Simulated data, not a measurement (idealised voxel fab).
Name of the process module below: voxel tone inversion
Cross-section cut: width 170 nm, square cells of 5 nm.
Bands, listed from the top down, are how a cross-section gets written in this document; the cross-section itself is a grid of square cells, and a band is one or more rows of them.
A band entry consists of two parts. The first gives the height of the band's top and the height of its bottom, in nm. The rest lists the band's materials from left to right, each with its width in nm. A single material labelled with the word "full width" fills the band from edge to edge, and the word "blank" marks empty space.
Basically, 0 is our baseline, since under it the wafer straight out of the box is all one material. The bottom band has no lower end and keeps on going down, so it looks like "0 down".
Quick explanation for "30->40": the width changes in equal steps down the rows of cells, from the first number in the band's top row to the second number in its bottom row.
"identical to before" for a step: no cell of the cross-section changed in that step.
This entry, "Sealed void listing", enumerates those empty regions of no fewer than 8 cells that possess no open connection to the top. Each region is reported in the form width x height at distance, the distance being taken from the left edge, with all three quantities expressed in nm.
On each step's line, the part that comes after the settings is the simulator's own comment on the step.
The setting "overlay nm" may be written on the line of a step. When the step uses a mask, the value reports how far to the right of the planned place the mask lay, and a negative value reports that it lay to the left.

Process steps foreseen in the plan:
1: RECEIVE,material Si
2: CONFORMAL_DEP,material SiN,thk nm 10
3: DIRECTIONAL_DEP,material polySi,thk nm 20
4: PATTERN,tone cover,mask id POSTS,material resist,width nm 15,pitch nm 45,thk nm 25,overlay nm 0
5: DIRECTIONAL_ETCH,etch materials polySi,depth nm 20
6: STRIP,etch materials resist
7: FILL_DEP,material lowk,thk nm 10
8: CMP,height nm 30
9: STRIP,etch materials polySi
10: CONFORMAL_DEP,material TiN,thk nm 5
11: FILL_DEP,material Cu,thk nm 10
12: CMP,height nm 30
13: CONFORMAL_DEP,material SiCN,thk nm 5

The first of two wafers, run as planned:

Incoming wafer in cross-section (state: after step 1):
* 0 down = Si full width
* Sealed void listing: none

State of the wafer after step 2, shown in cross-section:
* 10 to 0 = SiN full width
* Below 0 it's all the same as before, nothing changed down there.

State of the wafer after step 3, shown in cross-section:
* 30 to 10 = polySi full width
* Below 10 it's all the same as before, nothing changed down there.

State of the wafer after step 4, shown in cross-section:
* 55 to 30 = blank: 30, then resist: 15, then blank: 30, then resist: 15, then blank: 30, then resist: 15, then blank: 35
* Below 30 it's all the same as before, nothing changed down there.

State of the wafer after step 5, shown in cross-section:
* 55 to 30 = blank: 30, then resist: 15, then blank: 30, then resist: 15, then blank: 30, then resist: 15, then blank: 35
* 30 to 10 = blank: 30, then polySi: 15, then blank: 30, then polySi: 15, then blank: 30, then polySi: 15, then blank: 35
* Below 10 it's all the same as before, nothing changed down there.

State of the wafer after step 6, shown in cross-section:
* 30 to 10 = blank: 30, then polySi: 15, then blank: 30, then polySi: 15, then blank: 30, then polySi: 15, then blank: 35
* Below 10 it's all the same as before, nothing changed down there.

State of the wafer after step 7, shown in cross-section:
* 40 to 30 = lowk full width
* 30 to 10 = lowk: 30, then polySi: 15, then lowk: 30, then polySi: 15, then lowk: 30, then polySi: 15, then lowk: 35
* Below 10 it's all the same as before, nothing changed down there.

State of the wafer after step 8, shown in cross-section:
* 30 to 10 = lowk: 30, then polySi: 15, then lowk: 30, then polySi: 15, then lowk: 30, then polySi: 15, then lowk: 35
* Below 10 it's all the same as before, nothing changed down there.

State of the wafer after step 9, shown in cross-section:
* 30 to 10 = lowk: 30, then blank: 15, then lowk: 30, then blank: 15, then lowk: 30, then blank: 15, then lowk: 35
* Below 10 it's all the same as before, nothing changed down there.

State of the wafer after step 10, shown in cross-section:
* 35 to 30 = TiN: 35, then blank: 5, then TiN: 40, then blank: 5, then TiN: 40, then blank: 5, then TiN: 40
* 30 to 15 = lowk: 30, then TiN: 5, then blank: 5, then TiN: 5, then lowk: 30, then TiN: 5, then blank: 5, then TiN: 5, then lowk: 30, then TiN: 5, then blank: 5, then TiN: 5, then lowk: 35
* 15 to 10 = lowk: 30, then TiN: 15, then lowk: 30, then TiN: 15, then lowk: 30, then TiN: 15, then lowk: 35
* Below 10 it's all the same as before, nothing changed down there.

State of the wafer after step 11, shown in cross-section:
* 45 to 35 = Cu full width
* 35 to 30 = TiN: 35, then Cu: 5, then TiN: 40, then Cu: 5, then TiN: 40, then Cu: 5, then TiN: 40
* 30 to 15 = lowk: 30, then TiN: 5, then Cu: 5, then TiN: 5, then lowk: 30, then TiN: 5, then Cu: 5, then TiN: 5, then lowk: 30, then TiN: 5, then Cu: 5, then TiN: 5, then lowk: 35
* Below 15 it's all the same as before, nothing changed down there.

State of the wafer after step 12, shown in cross-section:
* 30 to 15 = lowk: 30, then TiN: 5, then Cu: 5, then TiN: 5, then lowk: 30, then TiN: 5, then Cu: 5, then TiN: 5, then lowk: 30, then TiN: 5, then Cu: 5, then TiN: 5, then lowk: 35
* Below 15 it's all the same as before, nothing changed down there.

State of the wafer after step 13, shown in cross-section:
* 35 to 30 = SiCN full width
* Below 30 it's all the same as before, nothing changed down there.

Second wafer: like start, like plan, one mistake. Through step 10 it matches the first wafer:

Cross-sectional representation of the second wafer at the time designated in the plan for the completion of step 11:
* 45 to 35 = polySi full width
* 35 to 30 = TiN: 35, then polySi: 5, then TiN: 40, then polySi: 5, then TiN: 40, then polySi: 5, then TiN: 40
* 30 to 15 = lowk: 30, then TiN: 5, then polySi: 5, then TiN: 5, then lowk: 30, then TiN: 5, then polySi: 5, then TiN: 5, then lowk: 30, then TiN: 5, then polySi: 5, then TiN: 5, then lowk: 35
* Below 15 it's all the same as before, nothing changed down there.

Cross-sectional representation of the second wafer at the time designated in the plan for the completion of step 12:
* 30 to 15 = lowk: 30, then TiN: 5, then polySi: 5, then TiN: 5, then lowk: 30, then TiN: 5, then polySi: 5, then TiN: 5, then lowk: 30, then TiN: 5, then polySi: 5, then TiN: 5, then lowk: 35
* Below 15 it's all the same as before, nothing changed down there.

Cross-sectional representation of the second wafer at the time designated in the plan for the completion of step 13:
* 35 to 30 = SiCN full width
* Below 30 it's all the same as before, nothing changed down there.
Where did the run depart from the plan? step 11 went in with a setting other than planned; the actual run was FILL_DEP,material polySi,thk nm 10
Final difference in cells, second wafer against first, listed per material as more or fewer: -9 Cu, +9 polySi
